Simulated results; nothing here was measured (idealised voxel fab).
process module | voxel transistor to metal
cross-section cut | 195 nm wide | cells 5 nm
A cross-section is a grid of square cells, given in bands from the top down. A band is one or more rows of cells.
Each band's line starts with the height of the band's top and of its bottom, in nm. Then come its materials from left to right, each with its width in nm. One material with "throughout" fills the band from edge to edge. "air" is empty space.
Height 0 is the level under which the wafer as received is all one material. The lowest band goes on downwards, as in "0 down".
A width such as "30 to 40" changes by the same amount from each row of cells to the next, from the band's top row to its bottom row.
"no change" after a step means that no cell of the cross-section changed.
closed voids: empty space of 8 cells or more with no open way to the top, each as width x height at its distance from the left edge, in nm
after a step's settings: what the simulator itself notes on the step
overlay nm, on a step with a mask: how far to the right of its planned place the mask lay; to the left if negative
plan
1 op RECEIVE | material Si
2 op CONFORMAL_DEP | material SiO2 | thk nm 5
3 op CONFORMAL_DEP | material SiN | thk nm 10
4 op PATTERN | tone cover | mask id ACTIVE | material resist | width nm 110 | thk nm 20 | overlay nm 0
5 op DIRECTIONAL_ETCH | etch materials SiN | depth nm 10
6 op DIRECTIONAL_ETCH | etch materials SiO2 | depth nm 5
7 op DIRECTIONAL_ETCH | etch materials Si | depth nm 20
8 op STRIP | etch materials resist
9 op FILL_DEP | material SiO2 | thk nm 5
10 op CMP | height nm 15
11 op SELECTIVE_ETCH | etch materials SiO2 | depth nm 5
12 op STRIP | etch materials SiN
13 op SELECTIVE_ETCH | etch materials SiO2 | depth nm 5
14 op OXIDIZE | depth nm 5
15 op DIRECTIONAL_DEP | material polySi | thk nm 20
16 op DIRECTIONAL_DEP | material SiCN | thk nm 15
17 op MASKED_ETCH | tone cover | mask id GATE | width nm 30 | etch materials SiCN | depth nm 25 | overlay nm -5
18 op MASKED_ETCH | tone cover | mask id GATE | width nm 30 | etch materials polySi | depth nm 30 | overlay nm 0
19 op CONFORMAL_DEP | material SiN | thk nm 5
20 op DIRECTIONAL_ETCH | etch materials SiN | depth nm 5
21 op DIRECTIONAL_ETCH | etch materials SiO2 | depth nm 5
22 op EPI | material nSi | thk nm 5
23 op FILL_DEP | material SiO2 | thk nm 10
24 op CMP | height nm 20
25 op STRIP | etch materials polySi
26 op SELECTIVE_ETCH | etch materials SiO2 | depth nm 5
27 op CONFORMAL_DEP | material HfO2 | thk nm 5
28 op CONFORMAL_DEP | material TiN | thk nm 5
29 op FILL_DEP | material W | thk nm 5
30 op CMP | height nm 15
31 op DIRECTIONAL_DEP | material SiO2 | thk nm 15
32 op DIRECTIONAL_DEP | material aC | thk nm 15
33 op PATTERN | tone open | mask id CONTACT | material resist | width nm 15 | pitch nm 75 | thk nm 35 | overlay nm 0
34 op DIRECTIONAL_ETCH | etch materials aC | depth nm 15
35 op STRIP | etch materials resist
36 op DIRECTIONAL_ETCH | etch materials SiO2 | depth nm 30
37 op STRIP | etch materials aC
38 op CONFORMAL_DEP | material TiN | thk nm 5
39 op FILL_DEP | material Ru | thk nm 10
40 op CMP | height nm 30
41 op DIRECTIONAL_DEP | material TiN | thk nm 5
42 op DIRECTIONAL_DEP | material Ru | thk nm 20
43 op MASKED_ETCH | tone cover | mask id METAL_1 | width nm 15 | pitch nm 75 | etch materials Ru | depth nm 20 | overlay nm 0
44 op MASKED_ETCH | tone cover | mask id METAL_1 | width nm 15 | pitch nm 75 | etch materials TiN | depth nm 5 | overlay nm 0
45 op FILL_DEP | material lowk | thk nm 5
46 op CMP | height nm 55
47 op CONFORMAL_DEP | material SiCN | thk nm 5
48 op DIRECTIONAL_DEP | material lowk | thk nm 35
49 op DIRECTIONAL_DEP | material aC | thk nm 15
50 op PATTERN | tone open | mask id METAL_2 | material resist | width nm 15 | pitch nm 75 | thk nm 35 | overlay nm 0
51 op DIRECTIONAL_ETCH | etch materials aC | depth nm 15
52 op STRIP | etch materials resist
53 op DIRECTIONAL_ETCH | etch materials lowk | depth nm 20
54 op STRIP | etch materials aC
55 op DIRECTIONAL_DEP | material aC | thk nm 15
56 op PATTERN | tone open | mask id METAL_2_HOLES | material resist | width nm 15 | pitch nm 75 | thk nm 35 | overlay nm 0
57 op DIRECTIONAL_ETCH | etch materials aC | depth nm 15
58 op STRIP | etch materials resist
59 op DIRECTIONAL_ETCH | etch materials lowk | depth nm 15
60 op DIRECTIONAL_ETCH | etch materials SiCN | depth nm 5
61 op STRIP | etch materials aC
62 op CONFORMAL_DEP | material TiN | thk nm 5
63 op FILL_DEP | material Ru | thk nm 5
64 op CMP | height nm 95
65 op CONFORMAL_DEP | material SiN | thk nm 5
varied across the wafers: overlay nm of step 17. The plan shows the first wafer's value. All wafers start alike
first wafer as received, after step 1
  0 down: Si throughout
  closed voids: none
each wafer at the end: cells of each material gained (+) or lost (-) since it was received, then its closed voids
overlay nm -5 | +15 HfO2 | +48 Ru | -90 Si | +33 SiCN | +47 SiN | +237 SiO2 | +75 TiN | +6 W | +396 lowk | +13 nSi | closed voids: none
overlay nm 0 | +14 HfO2 | +48 Ru | -90 Si | +33 SiCN | +47 SiN | +240 SiO2 | +74 TiN | +4 W | +396 lowk | +14 nSi | closed voids: none
overlay nm 5 | +15 HfO2 | +48 Ru | -90 Si | +33 SiCN | +47 SiN | +237 SiO2 | +75 TiN | +6 W | +396 lowk | +13 nSi | closed voids: none
